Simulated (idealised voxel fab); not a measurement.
process module | voxel self aligned vias
cross-section cut | 250 nm wide | cells 5 nm
A cross-section is a grid of square cells, given in bands from the top down. A band is one or more rows of cells.
Each band's line starts with the height of the band's top and of its bottom, in nm. Then come its materials from left to right, each with its width in nm. One material with "throughout" fills the band from edge to edge. "air" is empty space.
Height 0 is the level under which the wafer as received is all one material. The lowest band goes on downwards, as in "0 down".
A width such as "30 to 40" changes by the same amount from each row of cells to the next, from the band's top row to its bottom row.
"no change" after a step means that no cell of the cross-section changed.
closed voids: empty space of 8 cells or more with no open way to the top, each as width x height at its distance from the left edge, in nm
after a step's settings: what the simulator itself notes on the step
overlay nm, on a step with a mask: how far to the right of its planned place the mask lay; to the left if negative
plan
1 op RECEIVE | material Si
2 op CONFORMAL_DEP | material SiO2 | thk nm 15
3 op CONFORMAL_DEP | material SiCN | thk nm 5
4 op DIRECTIONAL_DEP | material SiO2 | thk nm 20
5 op MASKED_ETCH | tone open | mask id LINES | width nm 20 | pitch nm 60 | etch materials SiO2 | depth nm 20 | overlay nm 0
6 op CONFORMAL_DEP | material TiN | thk nm 5
7 op FILL_DEP | material Ru | thk nm 5
8 op CMP | height nm 40
9 op SELECTIVE_ETCH | etch materials W Ru TiN | depth nm 10
10 op FILL_DEP | material SiN | thk nm 5
11 op CMP | height nm 40
12 op DIRECTIONAL_DEP | material SiO2 | thk nm 15
13 op PATTERN | tone open | mask id VIAS | material resist | width nm 30 | pitch nm 120 | thk nm 20 | overlay nm 0
14 op DIRECTIONAL_ETCH | etch materials SiO2 | depth nm 15
15 op DIRECTIONAL_ETCH | etch materials SiN | depth nm 10
16 op STRIP | etch materials resist
17 op CONFORMAL_DEP | material TiN | thk nm 5
18 op FILL_DEP | material Ru | thk nm 10
19 op CMP | height nm 55
20 op CONFORMAL_DEP | material SiN | thk nm 5
varied across the wafers: thk nm of step 20. The plan shows the first wafer's value. All wafers start alike
first wafer as received, after step 1
  0 down: Si throughout
  closed voids: none
each wafer at the end: cells of each material gained (+) or lost (-) since it was received, then its closed voids
thk nm 5 | +30 Ru | +50 SiCN | +58 SiN | +416 SiO2 | +46 TiN | closed voids: none
thk nm 10 | +30 Ru | +50 SiCN | +108 SiN | +416 SiO2 | +46 TiN | closed voids: none
thk nm 15 | +30 Ru | +50 SiCN | +158 SiN | +416 SiO2 | +46 TiN | closed voids: none
thk nm 20 | +30 Ru | +50 SiCN | +208 SiN | +416 SiO2 | +46 TiN | closed voids: none
